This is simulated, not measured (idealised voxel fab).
Documented hereafter: the process module known as voxel capacitor over wiring.
Pictured: cross-section cut, 175 nm wide, on a grid of 5 nm square cells.
Reading order for cross-sections: top band down to bottom band. Underlying form: a grid of square cells. Band size: one or more rows of cells. Band: top and bottom heights (nm) first, top before bottom; then materials from left to right, widths in nm. "throughout" marks a sole material filling the band edge to edge. "empty" denotes empty space. Heights are reckoned from 0. Under this level, the received wafer is all of one material. The bottommost band is open-ended downward, for example "0 -> down". It should be noted that a width expressed as "30 to 40" varies in equal increments from row to row of cells within the band, taking the value of the first number at the top row and that of the second number at the bottom row. It should be understood that the words "no modification", when stated for a given step, signify that the cross-section underwent no change in any of its cells during that step. If an empty space has no open way to the top and is at least 8 cells in size, "Unvented voids" lists it, written width x height at distance, where distance is measured from the left edge and every value is in nm. Where a step's line continues beyond its settings, the continuation is a remark by the simulator itself on that step. overlay nm: right-of-plan distance of the mask on a masked step; negative values mean left-of-plan. Each pair of cross-sections that follows straddles one process step: the one shows the state before the step, the other the state after it, down to the lowest band that changed and no further. The step in question, and its settings, are given under the pair. Note that a pair is not necessarily a continuation of the pair above it, since pairs can come from different runs of this module on the same starting wafer; it is a continuation only where its entry headed "Geometry before processing" says so.

**Geometry before processing**
> 65 -> 60  SiCN throughout
> 60 -> 40  SiO2 throughout
> 40 -> 20  lowk=40, then Ru=20, then lowk=50, then Ru=20, then lowk=45
> 20 -> 15  lowk=40, then TiN=20, then lowk=50, then TiN=20, then lowk=45
> 15 -> 0  SiO2 throughout
> 0 -> down  Si throughout
> Unvented voids: none

**Resulting Cross-Section**
> 85 -> 65  resist=45, then empty=15, then resist=115
> Under the height 65 nothing was changed.
> Unvented voids: none
Step, before to after (see cross-sections above): PATTERN, tone open, mask id PLUG_1, material resist, width nm 15, thk nm 20, overlay nm 0

Geometry before processing: taken from the pair above, after panel.

**Resulting Cross-Section**
> 85 -> 65  resist=45, then empty=15, then resist=115
> 65 -> 60  SiCN=45, then empty=15, then SiCN=115
> Under the height 60 nothing was changed.
> Unvented voids: none
Step, before to after (see cross-sections above): DIRECTIONAL_ETCH, etch materials SiCN, depth nm 5

Geometry before processing: taken from the pair above, after panel.

**Resulting Cross-Section**
> 65 -> 60  SiCN=45, then empty=15, then SiCN=115
> Under the height 60 nothing was changed.
> Unvented voids: none
Step, before to after (see cross-sections above): STRIP, etch materials resist

Geometry before processing: taken from the pair above, after panel.

**Resulting Cross-Section**
> 70 -> 65  TiN=50, then empty=5, then TiN=120
> 65 -> 60  SiCN=45, then TiN=15, then SiCN=115
> Under the height 60 nothing was changed.
> Unvented voids: none
Step, before to after (see cross-sections above): CONFORMAL_DEP, material TiN, thk nm 5

Geometry before processing: taken from the pair above, after panel.

**Resulting Cross-Section**
> 80 -> 70  Ru throughout
> 70 -> 65  TiN=50, then Ru=5, then TiN=120
> Under the height 65 nothing was changed.
> Unvented voids: none
Step, before to after (see cross-sections above): FILL_DEP, material Ru, thk nm 10

Geometry before processing: taken from the pair above, after panel.

**Resulting Cross-Section**
> 65 -> 60  SiCN=45, then TiN=15, then SiCN=115
> Under the height 60 nothing was changed.
> Unvented voids: none
Step, before to after (see cross-sections above): CMP, height nm 65

Geometry before processing: taken from the pair above, after panel.

**Resulting Cross-Section**
> 70 -> 65  TiN throughout
> Under the height 65 nothing was changed.
> Unvented voids: none
Step, before to after (see cross-sections above): DIRECTIONAL_DEP, material TiN, thk nm 5

Geometry before processing: taken from the pair above, after panel.

**Resulting Cross-Section**
> 75 -> 70  SiN throughout
> Under the height 70 nothing was changed.
> Unvented voids: none
Step, before to after (see cross-sections above): DIRECTIONAL_DEP, material SiN, thk nm 5

Geometry before processing: taken from the pair above, after panel.

**Resulting Cross-Section**
> 80 -> 75  TiN throughout
> Under the height 75 nothing was changed.
> Unvented voids: none
Step, before to after (see cross-sections above): DIRECTIONAL_DEP, material TiN, thk nm 5

Geometry before processing: taken from the pair above, after panel.

**Resulting Cross-Section**
> 100 -> 80  empty=45, then resist=55, then empty=75
> Under the height 80 nothing was changed.
> Unvented voids: none
Step, before to after (see cross-sections above): PATTERN, tone cover, mask id UPPER_PLATE, material resist, width nm 55, thk nm 20, overlay nm 0

Geometry before processing: taken from the pair above, after panel.

**Resulting Cross-Section**
> 100 -> 80  empty=45, then resist=55, then empty=75
> 80 -> 75  empty=45, then TiN=55, then empty=75
> Under the height 75 nothing was changed.
> Unvented voids: none
Step, before to after (see cross-sections above): DIRECTIONAL_ETCH, etch materials TiN, depth nm 5

Geometry before processing: taken from the pair above, after panel.

**Resulting Cross-Section**
> 100 -> 80  empty=45, then resist=55, then empty=75
> 80 -> 75  empty=45, then TiN=55, then empty=75
> 75 -> 70  empty=45, then SiN=55, then empty=75
> Under the height 70 nothing was changed.
> Unvented voids: none
Step, before to after (see cross-sections above): DIRECTIONAL_ETCH, etch materials SiN, depth nm 5

Geometry before processing: taken from the pair above, after panel.

**Resulting Cross-Section**
> 80 -> 75  empty=45, then TiN=55, then empty=75
> Under the height 75 nothing was changed.
> Unvented voids: none
Step, before to after (see cross-sections above): STRIP, etch materials resist

Geometry before processing: taken from the pair above, after panel.

**Resulting Cross-Section**
> 80 -> 75  empty=45, then TiN=55, then empty=75
> 75 -> 70  empty=45, then SiN=55, then empty=75
> 70 -> 65  empty=40, then TiN=65, then empty=70
> Under the height 65 nothing was changed.
> Unvented voids: none
Step, before to after (see cross-sections above): MASKED_ETCH, tone cover, mask id LOWER_PLATE, width nm 65, etch materials TiN, depth nm 5, overlay nm 0

Geometry before processing: taken from the pair above, after panel.

**Resulting Cross-Section**
> 95 -> 80  SiO2 throughout
> 80 -> 75  SiO2=45, then TiN=55, then SiO2=75
> 75 -> 70  SiO2=45, then SiN=55, then SiO2=75
> 70 -> 65  SiO2=40, then TiN=65, then SiO2=70
> Under the height 65 nothing was changed.
> Unvented voids: none
Step, before to after (see cross-sections above): FILL_DEP, material SiO2, thk nm 15

Geometry before processing: taken from the pair above, after panel.

**Resulting Cross-Section**
> 90 -> 80  SiO2 throughout
> Under the height 80 nothing was changed.
> Unvented voids: none
Step, before to after (see cross-sections above): CMP, height nm 90

Geometry before processing: taken from the pair above, after panel.

**Resulting Cross-Section**
> 100 -> 90  aC throughout
> Under the height 90 nothing was changed.
> Unvented voids: none
Step, before to after (see cross-sections above): DIRECTIONAL_DEP, material aC, thk nm 10

Geometry before processing: taken from the pair above, after panel.

**Resulting Cross-Section**
> 125 -> 100  resist=55, then empty=15, then resist=105
> Under the height 100 nothing was changed.
> Unvented voids: none
Step, before to after (see cross-sections above): PATTERN, tone open, mask id PLUG_2, material resist, width nm 15, thk nm 25, overlay nm 0

Geometry before processing: taken from the pair above, after panel.

**Resulting Cross-Section**
> 115 -> 100  resist=55, then empty=15, then resist=105
> 100 -> 90  aC=55, then empty=15, then aC=105
> Under the height 90 nothing was changed.
> Unvented voids: none
Step, before to after (see cross-sections above): DIRECTIONAL_ETCH, etch materials aC, depth nm 10

Geometry before processing: taken from the pair above, after panel.

**Resulting Cross-Section**
> 100 -> 90  aC=55, then empty=15, then aC=105
> Under the height 90 nothing was changed.
> Unvented voids: none
Step, before to after (see cross-sections above): STRIP, etch materials resist

Geometry before processing: taken from the pair above, after panel.

**Resulting Cross-Section**
> 100 -> 90  aC=55, then empty=15, then aC=105
> 90 -> 80  SiO2=55, then empty=15, then SiO2=105
> Under the height 80 nothing was changed.
> Unvented voids: none
Step, before to after (see cross-sections above): DIRECTIONAL_ETCH, etch materials SiO2, depth nm 10

Geometry before processing: taken from the pair above, after panel.

**Resulting Cross-Section**
> 90 -> 80  SiO2=55, then empty=15, then SiO2=105
> Under the height 80 nothing was changed.
> Unvented voids: none
Step, before to after (see cross-sections above): STRIP, etch materials aC

Geometry before processing: taken from the pair above, after panel.

**Resulting Cross-Section**
> 95 -> 90  TiN=60, then empty=5, then TiN=110
> 90 -> 85  SiO2=55, then TiN=5, then empty=5, then TiN=5, then SiO2=105
> 85 -> 75  SiO2=55 to 45, then TiN=15 to 55, then SiO2=105 to 75
> Under the height 75 nothing was changed.
> Unvented voids: none
Step, before to after (see cross-sections above): CONFORMAL_DEP, material TiN, thk nm 5

Geometry before processing: taken from the pair above, after panel.

**Resulting Cross-Section**
> 100 -> 95  W throughout
> 95 -> 90  TiN=60, then W=5, then TiN=110
> 90 -> 85  SiO2=55, then TiN=5, then W=5, then TiN=5, then SiO2=105
> Under the height 85 nothing was changed.
> Unvented voids: none
Step, before to after (see cross-sections above): FILL_DEP, material W, thk nm 5

Geometry before processing: taken from the pair above, after panel.

**Resulting Cross-Section**
> 90 -> 85  SiO2=55, then TiN=5, then W=5, then TiN=5, then SiO2=105
> Under the height 85 nothing was changed.
> Unvented voids: none
Step, before to after (see cross-sections above): CMP, height nm 90

Geometry before processing: taken from the pair above, after panel.

**Resulting Cross-Section**
> 95 -> 90  SiCN throughout
> Under the height 90 nothing was changed.
> Unvented voids: none
Step, before to after (see cross-sections above): CONFORMAL_DEP, material SiCN, thk nm 5

**Geometry before processing**
> 50 -> 40  lowk throughout
> 40 -> 20  lowk=40, then Ru=20, then lowk=50, then Ru=20, then lowk=45
> 20 -> 15  lowk=40, then TiN=20, then lowk=50, then TiN=20, then lowk=45
> 15 -> 0  SiO2 throughout
> 0 -> down  Si throughout
> Unvented voids: none

**Resulting Cross-Section**
> 30 -> 20  lowk=40, then Ru=20, then lowk=50, then Ru=20, then lowk=45
> Under the height 20 nothing was changed.
> Unvented voids: none
Step, before to after (see cross-sections above): CMP, height nm 30

Geometry before processing: taken from the pair above, after panel.

**Resulting Cross-Section**
> 35 -> 30  SiCN throughout
> Under the height 30 nothing was changed.
> Unvented voids: none
Step, before to after (see cross-sections above): CONFORMAL_DEP, material SiCN, thk nm 5

Geometry before processing: taken from the pair above, after panel.

**Resulting Cross-Section**
> 55 -> 35  SiO2 throughout
> Under the height 35 nothing was changed.
> Unvented voids: none
Step, before to after (see cross-sections above): DIRECTIONAL_DEP, material SiO2, thk nm 20

Geometry before processing: taken from the pair above, after panel.

**Resulting Cross-Section**
> 75 -> 55  resist=45, then empty=15, then resist=115
> Under the height 55 nothing was changed.
> Unvented voids: none
Step, before to after (see cross-sections above): PATTERN, tone open, mask id PLUG_1, material resist, width nm 15, thk nm 20, overlay nm 0

Geometry before processing: taken from the pair above, after panel.

**Resulting Cross-Section**
> 75 -> 55  resist=45, then empty=15, then resist=115
> 55 -> 35  SiO2=45, then empty=15, then SiO2=115
> Under the height 35 nothing was changed.
> Unvented voids: none
Step, before to after (see cross-sections above): DIRECTIONAL_ETCH, etch materials SiO2, depth nm 20

Geometry before processing: taken from the pair above, after panel.

**Resulting Cross-Section**
> 75 -> 55  resist=45, then empty=15, then resist=115
> 55 -> 35  SiO2=45, then empty=15, then SiO2=115
> 35 -> 30  SiCN=45, then empty=15, then SiCN=115
> Under the height 30 nothing was changed.
> Unvented voids: none
Step, before to after (see cross-sections above): DIRECTIONAL_ETCH, etch materials SiCN, depth nm 5

Geometry before processing: taken from the pair above, after panel.

**Resulting Cross-Section**
> 55 -> 35  SiO2=45, then empty=15, then SiO2=115
> Under the height 35 nothing was changed.
> Unvented voids: none
Step, before to after (see cross-sections above): STRIP, etch materials resist

Geometry before processing: taken from the pair above, after panel.

**Resulting Cross-Section**
> 60 -> 55  TiN=50, then empty=5, then TiN=120
> 55 -> 35  SiO2=45, then TiN=5, then empty=5, then TiN=5, then SiO2=115
> 35 -> 30  SiCN=45, then TiN=15, then SiCN=115
> Under the height 30 nothing was changed.
> Unvented voids: none
Step, before to after (see cross-sections above): CONFORMAL_DEP, material TiN, thk nm 5

Geometry before processing: taken from the pair above, after panel.

**Resulting Cross-Section**
> 70 -> 60  Ru throughout
> 60 -> 55  TiN=50, then Ru=5, then TiN=120
> 55 -> 35  SiO2=45, then TiN=5, then Ru=5, then TiN=5, then SiO2=115
> Under the height 35 nothing was changed.
> Unvented voids: none
Step, before to after (see cross-sections above): FILL_DEP, material Ru, thk nm 10

Geometry before processing: taken from the pair above, after panel.

**Resulting Cross-Section**
> 65 -> 60  Ru throughout
> Under the height 60 nothing was changed.
> Unvented voids: none
Step, before to after (see cross-sections above): CMP, height nm 65

Geometry before processing: taken from the pair above, after panel.

**Resulting Cross-Section**
> 70 -> 65  TiN throughout
> Under the height 65 nothing was changed.
> Unvented voids: none
Step, before to after (see cross-sections above): DIRECTIONAL_DEP, material TiN, thk nm 5

Geometry before processing: taken from the pair above, after panel.

**Resulting Cross-Section**
> 75 -> 70  SiN throughout
> Under the height 70 nothing was changed.
> Unvented voids: none
Step, before to after (see cross-sections above): DIRECTIONAL_DEP, material SiN, thk nm 5

Geometry before processing: taken from the pair above, after panel.

**Resulting Cross-Section**
> 80 -> 75  TiN throughout
> Under the height 75 nothing was changed.
> Unvented voids: none
Step, before to after (see cross-sections above): DIRECTIONAL_DEP, material TiN, thk nm 5

Geometry before processing: taken from the pair above, after panel.

**Resulting Cross-Section**
> 100 -> 80  empty=45, then resist=55, then empty=75
> Under the height 80 nothing was changed.
> Unvented voids: none
Step, before to after (see cross-sections above): PATTERN, tone cover, mask id UPPER_PLATE, material resist, width nm 55, thk nm 20, overlay nm 0

Geometry before processing: taken from the pair above, after panel.

**Resulting Cross-Section**
> 100 -> 80  empty=45, then resist=55, then empty=75
> 80 -> 75  empty=45, then TiN=55, then empty=75
> Under the height 75 nothing was changed.
> Unvented voids: none
Step, before to after (see cross-sections above): DIRECTIONAL_ETCH, etch materials TiN, depth nm 5

Geometry before processing: taken from the pair above, after panel.

**Resulting Cross-Section**
> 100 -> 80  empty=45, then resist=55, then empty=75
> 80 -> 75  empty=45, then TiN=55, then empty=75
> 75 -> 70  empty=45, then SiN=55, then empty=75
> Under the height 70 nothing was changed.
> Unvented voids: none
Step, before to after (see cross-sections above): DIRECTIONAL_ETCH, etch materials SiN, depth nm 5

Geometry before processing: taken from the pair above, after panel.

**Resulting Cross-Section**
> 80 -> 75  empty=45, then TiN=55, then empty=75
> Under the height 75 nothing was changed.
> Unvented voids: none
Step, before to after (see cross-sections above): STRIP, etch materials resist

Geometry before processing: taken from the pair above, after panel.

**Resulting Cross-Section**
> 80 -> 75  empty=45, then TiN=55, then empty=75
> 75 -> 70  empty=45, then SiN=55, then empty=75
> 70 -> 65  empty=40, then TiN=65, then empty=70
> Under the height 65 nothing was changed.
> Unvented voids: none
Step, before to after (see cross-sections above): MASKED_ETCH, tone cover, mask id LOWER_PLATE, width nm 65, etch materials TiN, depth nm 5, overlay nm 0

Geometry before processing: taken from the pair above, after panel.

**Resulting Cross-Section**
> 95 -> 80  SiO2 throughout
> 80 -> 75  SiO2=45, then TiN=55, then SiO2=75
> 75 -> 70  SiO2=45, then SiN=55, then SiO2=75
> 70 -> 65  SiO2=40, then TiN=65, then SiO2=70
> Under the height 65 nothing was changed.
> Unvented voids: none
Step, before to after (see cross-sections above): FILL_DEP, material SiO2, thk nm 15

Geometry before processing: taken from the pair above, after panel.

**Resulting Cross-Section**
> 90 -> 80  SiO2 throughout
> Under the height 80 nothing was changed.
> Unvented voids: none
Step, before to after (see cross-sections above): CMP, height nm 90

Geometry before processing: taken from the pair above, after panel.

**Resulting Cross-Section**
> 100 -> 90  aC throughout
> Under the height 90 nothing was changed.
> Unvented voids: none
Step, before to after (see cross-sections above): DIRECTIONAL_DEP, material aC, thk nm 10

Geometry before processing: taken from the pair above, after panel.

**Resulting Cross-Section**
> 125 -> 100  resist=55, then empty=15, then resist=105
> Under the height 100 nothing was changed.
> Unvented voids: none
Step, before to after (see cross-sections above): PATTERN, tone open, mask id PLUG_2, material resist, width nm 15, thk nm 25, overlay nm 0

Geometry before processing: taken from the pair above, after panel.

**Resulting Cross-Section**
> 115 -> 100  resist=55, then empty=15, then resist=105
> 100 -> 90  aC=55, then empty=15, then aC=105
> Under the height 90 nothing was changed.
> Unvented voids: none
Step, before to after (see cross-sections above): DIRECTIONAL_ETCH, etch materials aC, depth nm 10

Geometry before processing: taken from the pair above, after panel.

**Resulting Cross-Section**
> 100 -> 90  aC=55, then empty=15, then aC=105
> Under the height 90 nothing was changed.
> Unvented voids: none
Step, before to after (see cross-sections above): STRIP, etch materials resist

Geometry before processing: taken from the pair above, after panel.

**Resulting Cross-Section**
> 100 -> 90  aC=55, then empty=15, then aC=105
> 90 -> 80  SiO2=55, then empty=15, then SiO2=105
> Under the height 80 nothing was changed.
> Unvented voids: none
Step, before to after (see cross-sections above): DIRECTIONAL_ETCH, etch materials SiO2, depth nm 10

Geometry before processing: taken from the pair above, after panel.

**Resulting Cross-Section**
> 90 -> 80  SiO2=55, then empty=15, then SiO2=105
> Under the height 80 nothing was changed.
> Unvented voids: none
Step, before to after (see cross-sections above): STRIP, etch materials aC

Geometry before processing: taken from the pair above, after panel.

**Resulting Cross-Section**
> 95 -> 90  TiN=60, then empty=5, then TiN=110
> 90 -> 85  SiO2=55, then TiN=5, then empty=5, then TiN=5, then SiO2=105
> 85 -> 75  SiO2=55 to 45, then TiN=15 to 55, then SiO2=105 to 75
> Under the height 75 nothing was changed.
> Unvented voids: none
Step, before to after (see cross-sections above): CONFORMAL_DEP, material TiN, thk nm 5

Geometry before processing: taken from the pair above, after panel.

**Resulting Cross-Section**
> 100 -> 95  W throughout
> 95 -> 90  TiN=60, then W=5, then TiN=110
> 90 -> 85  SiO2=55, then TiN=5, then W=5, then TiN=5, then SiO2=105
> Under the height 85 nothing was changed.
> Unvented voids: none
Step, before to after (see cross-sections above): FILL_DEP, material W, thk nm 5

Geometry before processing: taken from the pair above, after panel.

**Resulting Cross-Section**
> 90 -> 85  SiO2=55, then TiN=5, then W=5, then TiN=5, then SiO2=105
> Under the height 85 nothing was changed.
> Unvented voids: none
Step, before to after (see cross-sections above): CMP, height nm 90

Geometry before processing: taken from the pair above, after panel.

**Resulting Cross-Section**
> 95 -> 90  SiCN throughout
> Under the height 90 nothing was changed.
> Unvented voids: none
Step, before to after (see cross-sections above): CONFORMAL_DEP, material SiCN, thk nm 5

**Geometry before processing**
> 100 -> 90  aC throughout
> 90 -> 80  SiO2 throughout
> 80 -> 75  SiO2=45, then TiN=55, then SiO2=75
> 75 -> 70  SiO2=45, then SiN=55, then SiO2=75
> 70 -> 65  SiO2=40, then TiN=65, then SiO2=70
> 65 -> 45  SiO2=45, then TiN=5, then Ru=5, then TiN=5, then SiO2=115
> 45 -> 40  SiCN=45, then TiN=15, then SiCN=115
> 40 -> 20  lowk=40, then Ru=20, then lowk=50, then Ru=20, then lowk=45
> 20 -> 15  lowk=40, then TiN=20, then lowk=50, then TiN=20, then lowk=45
> 15 -> 0  SiO2 throughout
> 0 -> down  Si throughout
> Unvented voids: none

**Resulting Cross-Section**
> 125 -> 100  resist=50, then empty=25, then resist=100
> Under the height 100 nothing was changed.
> Unvented voids: none
Step, before to after (see cross-sections above): PATTERN, tone open, mask id PLUG_2, material resist, width nm 25, thk nm 25, overlay nm 0

Geometry before processing: taken from the pair above, after panel.

**Resulting Cross-Section**
> 115 -> 100  resist=50, then empty=25, then resist=100
> 100 -> 90  aC=50, then empty=25, then aC=100
> Under the height 90 nothing was changed.
> Unvented voids: none
Step, before to after (see cross-sections above): DIRECTIONAL_ETCH, etch materials aC, depth nm 10

Geometry before processing: taken from the pair above, after panel.

**Resulting Cross-Section**
> 100 -> 90  aC=50, then empty=25, then aC=100
> Under the height 90 nothing was changed.
> Unvented voids: none
Step, before to after (see cross-sections above): STRIP, etch materials resist

Geometry before processing: taken from the pair above, after panel.

**Resulting Cross-Section**
> 100 -> 90  aC=50, then empty=25, then aC=100
> 90 -> 80  SiO2=50, then empty=25, then SiO2=100
> Under the height 80 nothing was changed.
> Unvented voids: none
Step, before to after (see cross-sections above): DIRECTIONAL_ETCH, etch materials SiO2, depth nm 10

Geometry before processing: taken from the pair above, after panel.

**Resulting Cross-Section**
> 90 -> 80  SiO2=50, then empty=25, then SiO2=100
> Under the height 80 nothing was changed.
> Unvented voids: none
Step, before to after (see cross-sections above): STRIP, etch materials aC

Geometry before processing: taken from the pair above, after panel.

**Resulting Cross-Section**
> 95 -> 90  TiN=55, then empty=15, then TiN=105
> 90 -> 85  SiO2=50, then TiN=5, then empty=15, then TiN=5, then SiO2=100
> 85 -> 75  SiO2=50 to 45, then TiN=25 to 55, then SiO2=100 to 75
> Under the height 75 nothing was changed.
> Unvented voids: none
Step, before to after (see cross-sections above): CONFORMAL_DEP, material TiN, thk nm 5

Geometry before processing: taken from the pair above, after panel.

**Resulting Cross-Section**
> 100 -> 95  W throughout
> 95 -> 90  TiN=55, then W=15, then TiN=105
> 90 -> 85  SiO2=50, then TiN=5, then W=15, then TiN=5, then SiO2=100
> Under the height 85 nothing was changed.
> Unvented voids: none
Step, before to after (see cross-sections above): FILL_DEP, material W, thk nm 5

Geometry before processing: taken from the pair above, after panel.

**Resulting Cross-Section**
> 90 -> 85  SiO2=50, then TiN=5, then W=15, then TiN=5, then SiO2=100
> Under the height 85 nothing was changed.
> Unvented voids: none
Step, before to after (see cross-sections above): CMP, height nm 90

Geometry before processing: taken from the pair above, after panel.

**Resulting Cross-Section**
> 95 -> 90  SiCN throughout
> Under the height 90 nothing was changed.
> Unvented voids: none
Step, before to after (see cross-sections above): CONFORMAL_DEP, material SiCN, thk nm 5

**Geometry before processing**
> 40 -> 20  Ru throughout
> 20 -> 15  TiN throughout
> 15 -> 0  SiO2 throughout
> 0 -> down  Si throughout
> Unvented voids: none

**Resulting Cross-Section**
> 55 -> 40  empty=30, then resist=20, then empty=50, then resist=20, then empty=55
> Under the height 40 nothing was changed.
> Unvented voids: none
Step, before to after (see cross-sections above): PATTERN, tone cover, mask id METAL_1, material resist, width nm 20, pitch nm 70, thk nm 15, overlay nm -10

Geometry before processing: taken from the pair above, after panel.

**Resulting Cross-Section**
> 55 -> 40  empty=30, then resist=20, then empty=50, then resist=20, then empty=55
> 40 -> 20  empty=30, then Ru=20, then empty=50, then Ru=20, then empty=55
> Under the height 20 nothing was changed.
> Unvented voids: none
Step, before to after (see cross-sections above): DIRECTIONAL_ETCH, etch materials Ru, depth nm 20

Geometry before processing: taken from the pair above, after panel.

**Resulting Cross-Section**
> 55 -> 40  empty=30, then resist=20, then empty=50, then resist=20, then empty=55
> 40 -> 20  empty=30, then Ru=20, then empty=50, then Ru=20, then empty=55
> 20 -> 15  empty=30, then TiN=20, then empty=50, then TiN=20, then empty=55
> Under the height 15 nothing was changed.
> Unvented voids: none
Step, before to after (see cross-sections above): DIRECTIONAL_ETCH, etch materials TiN, depth nm 5

Geometry before processing: taken from the pair above, after panel.

**Resulting Cross-Section**
> 40 -> 20  empty=30, then Ru=20, then empty=50, then Ru=20, then empty=55
> Under the height 20 nothing was changed.
> Unvented voids: none
Step, before to after (see cross-sections above): STRIP, etch materials resist

Geometry before processing: taken from the pair above, after panel.

**Resulting Cross-Section**
> 50 -> 40  lowk throughout
> 40 -> 20  lowk=30, then Ru=20, then lowk=50, then Ru=20, then lowk=55
> 20 -> 15  lowk=30, then TiN=20, then lowk=50, then TiN=20, then lowk=55
> Under the height 15 nothing was changed.
> Unvented voids: none
Step, before to after (see cross-sections above): FILL_DEP, material lowk, thk nm 10

Geometry before processing: taken from the pair above, after panel.

**Resulting Cross-Section**
> 40 -> 20  lowk=30, then Ru=20, then lowk=50, then Ru=20, then lowk=55
> Under the height 20 nothing was changed.
> Unvented voids: none
Step, before to after (see cross-sections above): CMP, height nm 40

Geometry before processing: taken from the pair above, after panel.

**Resulting Cross-Section**
> 45 -> 40  SiCN throughout
> Under the height 40 nothing was changed.
> Unvented voids: none
Step, before to after (see cross-sections above): CONFORMAL_DEP, material SiCN, thk nm 5

Geometry before processing: taken from the pair above, after panel.

**Resulting Cross-Section**
> 65 -> 45  SiO2 throughout
> Under the height 45 nothing was changed.
> Unvented voids: none
Step, before to after (see cross-sections above): DIRECTIONAL_DEP, material SiO2, thk nm 20

Geometry before processing: taken from the pair above, after panel.

**Resulting Cross-Section**
> 85 -> 65  resist=45, then empty=15, then resist=115
> Under the height 65 nothing was changed.
> Unvented voids: none
Step, before to after (see cross-sections above): PATTERN, tone open, mask id PLUG_1, material resist, width nm 15, thk nm 20, overlay nm 0

Geometry before processing: taken from the pair above, after panel.

**Resulting Cross-Section**
> 85 -> 65  resist=45, then empty=15, then resist=115
> 65 -> 45  SiO2=45, then empty=15, then SiO2=115
> Under the height 45 nothing was changed.
> Unvented voids: none
Step, before to after (see cross-sections above): DIRECTIONAL_ETCH, etch materials SiO2, depth nm 20

Geometry before processing: taken from the pair above, after panel.

**Resulting Cross-Section**
> 85 -> 65  resist=45, then empty=15, then resist=115
> 65 -> 45  SiO2=45, then empty=15, then SiO2=115
> 45 -> 40  SiCN=45, then empty=15, then SiCN=115
> Under the height 40 nothing was changed.
> Unvented voids: none
Step, before to after (see cross-sections above): DIRECTIONAL_ETCH, etch materials SiCN, depth nm 5

Geometry before processing: taken from the pair above, after panel.

**Resulting Cross-Section**
> 65 -> 45  SiO2=45, then empty=15, then SiO2=115
> Under the height 45 nothing was changed.
> Unvented voids: none
Step, before to after (see cross-sections above): STRIP, etch materials resist

Geometry before processing: taken from the pair above, after panel.

**Resulting Cross-Section**
> 70 -> 65  TiN=50, then empty=5, then TiN=120
> 65 -> 45  SiO2=45, then TiN=5, then empty=5, then TiN=5, then SiO2=115
> 45 -> 40  SiCN=45, then TiN=15, then SiCN=115
> Under the height 40 nothing was changed.
> Unvented voids: none
Step, before to after (see cross-sections above): CONFORMAL_DEP, material TiN, thk nm 5

Geometry before processing: taken from the pair above, after panel.

**Resulting Cross-Section**
> 80 -> 70  Ru throughout
> 70 -> 65  TiN=50, then Ru=5, then TiN=120
> 65 -> 45  SiO2=45, then TiN=5, then Ru=5, then TiN=5, then SiO2=115
> Under the height 45 nothing was changed.
> Unvented voids: none
Step, before to after (see cross-sections above): FILL_DEP, material Ru, thk nm 10

Geometry before processing: taken from the pair above, after panel.

**Resulting Cross-Section**
> 65 -> 45  SiO2=45, then TiN=5, then Ru=5, then TiN=5, then SiO2=115
> Under the height 45 nothing was changed.
> Unvented voids: none
Step, before to after (see cross-sections above): CMP, height nm 65

Geometry before processing: taken from the pair above, after panel.

**Resulting Cross-Section**
> 70 -> 65  TiN throughout
> Under the height 65 nothing was changed.
> Unvented voids: none
Step, before to after (see cross-sections above): DIRECTIONAL_DEP, material TiN, thk nm 5

Geometry before processing: taken from the pair above, after panel.

**Resulting Cross-Section**
> 75 -> 70  SiN throughout
> Under the height 70 nothing was changed.
> Unvented voids: none
Step, before to after (see cross-sections above): DIRECTIONAL_DEP, material SiN, thk nm 5

Geometry before processing: taken from the pair above, after panel.

**Resulting Cross-Section**
> 80 -> 75  TiN throughout
> Under the height 75 nothing was changed.
> Unvented voids: none
Step, before to after (see cross-sections above): DIRECTIONAL_DEP, material TiN, thk nm 5

Geometry before processing: taken from the pair above, after panel.

**Resulting Cross-Section**
> 100 -> 80  empty=45, then resist=55, then empty=75
> Under the height 80 nothing was changed.
> Unvented voids: none
Step, before to after (see cross-sections above): PATTERN, tone cover, mask id UPPER_PLATE, material resist, width nm 55, thk nm 20, overlay nm 0

Geometry before processing: taken from the pair above, after panel.

**Resulting Cross-Section**
> 100 -> 80  empty=45, then resist=55, then empty=75
> 80 -> 75  empty=45, then TiN=55, then empty=75
> Under the height 75 nothing was changed.
> Unvented voids: none
Step, before to after (see cross-sections above): DIRECTIONAL_ETCH, etch materials TiN, depth nm 5

Geometry before processing: taken from the pair above, after panel.

**Resulting Cross-Section**
> 100 -> 80  empty=45, then resist=55, then empty=75
> 80 -> 75  empty=45, then TiN=55, then empty=75
> 75 -> 70  empty=45, then SiN=55, then empty=75
> Under the height 70 nothing was changed.
> Unvented voids: none
Step, before to after (see cross-sections above): DIRECTIONAL_ETCH, etch materials SiN, depth nm 5

Geometry before processing: taken from the pair above, after panel.

**Resulting Cross-Section**
> 80 -> 75  empty=45, then TiN=55, then empty=75
> Under the height 75 nothing was changed.
> Unvented voids: none
Step, before to after (see cross-sections above): STRIP, etch materials resist

Geometry before processing: taken from the pair above, after panel.

**Resulting Cross-Section**
> 80 -> 75  empty=45, then TiN=55, then empty=75
> 75 -> 70  empty=45, then SiN=55, then empty=75
> 70 -> 65  empty=40, then TiN=65, then empty=70
> Under the height 65 nothing was changed.
> Unvented voids: none
Step, before to after (see cross-sections above): MASKED_ETCH, tone cover, mask id LOWER_PLATE, width nm 65, etch materials TiN, depth nm 5, overlay nm 0

Geometry before processing: taken from the pair above, after panel.

**Resulting Cross-Section**
> 95 -> 80  SiO2 throughout
> 80 -> 75  SiO2=45, then TiN=55, then SiO2=75
> 75 -> 70  SiO2=45, then SiN=55, then SiO2=75
> 70 -> 65  SiO2=40, then TiN=65, then SiO2=70
> Under the height 65 nothing was changed.
> Unvented voids: none
Step, before to after (see cross-sections above): FILL_DEP, material SiO2, thk nm 15

Geometry before processing: taken from the pair above, after panel.

**Resulting Cross-Section**
> 90 -> 80  SiO2 throughout
> Under the height 80 nothing was changed.
> Unvented voids: none
Step, before to after (see cross-sections above): CMP, height nm 90

Geometry before processing: taken from the pair above, after panel.

**Resulting Cross-Section**
> 100 -> 90  aC throughout
> Under the height 90 nothing was changed.
> Unvented voids: none
Step, before to after (see cross-sections above): DIRECTIONAL_DEP, material aC, thk nm 10

Geometry before processing: taken from the pair above, after panel.

**Resulting Cross-Section**
> 125 -> 100  resist=55, then empty=15, then resist=105
> Under the height 100 nothing was changed.
> Unvented voids: none
Step, before to after (see cross-sections above): PATTERN, tone open, mask id PLUG_2, material resist, width nm 15, thk nm 25, overlay nm 0

Geometry before processing: taken from the pair above, after panel.

**Resulting Cross-Section**
> 115 -> 100  resist=55, then empty=15, then resist=105
> 100 -> 90  aC=55, then empty=15, then aC=105
> Under the height 90 nothing was changed.
> Unvented voids: none
Step, before to after (see cross-sections above): DIRECTIONAL_ETCH, etch materials aC, depth nm 10

Geometry before processing: taken from the pair above, after panel.

**Resulting Cross-Section**
> 100 -> 90  aC=55, then empty=15, then aC=105
> Under the height 90 nothing was changed.
> Unvented voids: none
Step, before to after (see cross-sections above): STRIP, etch materials resist
